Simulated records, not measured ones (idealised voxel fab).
Documented hereafter: the process module known as voxel capacitor over wiring.
FYI the section here is cut, 275 nm wide, cells are 5 nm squares.
In this document a cross-section is written as a grid of square cells. It is given as a series of bands, listed from the top down, and a band is one or more rows of cells.
Per band: top height and bottom height in nm, followed by the left-to-right materials and their widths in nm; "throughout" marks a single material spanning edge to edge, "empty" marks empty space.
Convention: height 0 is the level below which the wafer, as received, is all one material. The lowest band does not terminate at the bottom but continues downward, represented as "from 0 down".
So if you see something like "30->40" for the width, read it as the top row of the band sitting at the first number and the bottom row at the second, with every row in between moving by the same amount as the last.
Basically "left unchanged" means that step didn't change any cell in the cross-section.
Enclosed voids (no open way to top), threshold 8 cells or more, entry "Fully sealed voids", notation width x height at distance, distance from left edge, nm.
Anything after a step's settings on that line? It's the simulator's own note about the step.
overlay nm: mask right of planned place by this much (step with mask). Neg. = left.

Planned process steps:
step 1: RECEIVE: material Si
step 2: CONFORMAL_DEP: material SiO2, thk nm 15
step 3: CONFORMAL_DEP: material SiCN, thk nm 5
step 4: DIRECTIONAL_DEP: material lowk, thk nm 25
step 5: PATTERN: tone open, mask id METAL_1, material resist, width nm 20, pitch nm 80, thk nm 15, overlay nm 0
step 6: DIRECTIONAL_ETCH: etch materials lowk, depth nm 25
step 7: DIRECTIONAL_ETCH: etch materials SiCN, depth nm 5
step 8: STRIP: etch materials resist
step 9: CONFORMAL_DEP: material TiN, thk nm 5
step 10: FILL_DEP: material W, thk nm 10
step 11: CMP: height nm 45
step 12: EPI: material Ru, thk nm 5
step 13: FILL_DEP: material SiCN, thk nm 5
step 14: DIRECTIONAL_DEP: material SiO2, thk nm 10
step 15: PATTERN: tone open, mask id PLUG_1, material resist, width nm 15, thk nm 15, overlay nm 0
step 16: DIRECTIONAL_ETCH: etch materials SiO2, depth nm 10
step 17: DIRECTIONAL_ETCH: etch materials SiCN, depth nm 5
step 18: STRIP: etch materials resist
step 19: CONFORMAL_DEP: material TiN, thk nm 5
step 20: FILL_DEP: material W, thk nm 5
step 21: CMP: height nm 65
step 22: DIRECTIONAL_DEP: material TiN, thk nm 5
step 23: DIRECTIONAL_DEP: material SiN, thk nm 5
step 24: DIRECTIONAL_DEP: material TiN, thk nm 10
step 25: DIRECTIONAL_DEP: material aC, thk nm 15
step 26: PATTERN: tone cover, mask id UPPER_PLATE, material resist, width nm 65, thk nm 30, overlay nm 0
step 27: DIRECTIONAL_ETCH: etch materials aC, depth nm 15
step 28: STRIP: etch materials resist
step 29: DIRECTIONAL_ETCH: etch materials TiN, depth nm 10
step 30: DIRECTIONAL_ETCH: etch materials SiN, depth nm 5
step 31: STRIP: etch materials aC
step 32: PATTERN: tone cover, mask id LOWER_PLATE, material resist, width nm 75, thk nm 15, overlay nm 0
step 33: DIRECTIONAL_ETCH: etch materials TiN, depth nm 5
step 34: STRIP: etch materials resist
step 35: FILL_DEP: material SiO2, thk nm 15
step 36: CMP: height nm 95
step 37: MASKED_ETCH: tone open, mask id PLUG_2, width nm 15, etch materials SiO2, depth nm 10, overlay nm 0
step 38: CONFORMAL_DEP: material TiN, thk nm 5
step 39: FILL_DEP: material Ru, thk nm 5
step 40: CMP: height nm 95
step 41: CONFORMAL_DEP: material SiN, thk nm 5

as received, after step 1:
- from 0 down = Si throughout
- Fully sealed voids: none

a wafer at the end: this start, this plan, one mistake:
- from 100 to 95 = SiN throughout
- from 95 to 90 = SiO2 100 / TiN 5 / Ru 5 / TiN 5 / SiO2 160
- from 90 to 85 = SiO2 100 / TiN 15 / SiO2 160
- from 85 to 75 = SiO2 90 / TiN 65 / SiO2 120
- from 75 to 70 = SiO2 90 / SiN 65 / SiO2 120
- from 70 to 65 = SiO2 85 / TiN 75 / SiO2 115
- from 65 to 55 = SiO2 90 / TiN 5 / W 5 / TiN 5 / SiO2 170
- from 55 to 50 = SiCN 90 / TiN 15 / SiCN 170
- from 50 to 45 = SiCN 80 / Ru 30 / SiCN 50 / Ru 30 / SiCN 85
- from 45 to 35 = lowk 85 / TiN 5 / W 10 / TiN 5 / lowk 60 / TiN 5 / W 10 / TiN 5 / lowk 90
- from 35 to 30 = SiCN 85 / TiN 20 / SiCN 60 / TiN 20 / SiCN 90
- from 30 to 0 = SiO2 throughout
- from 0 down = Si throughout
- Fully sealed voids: none
Nonconformance to the process plan: in the plan, step 2 was performed twice
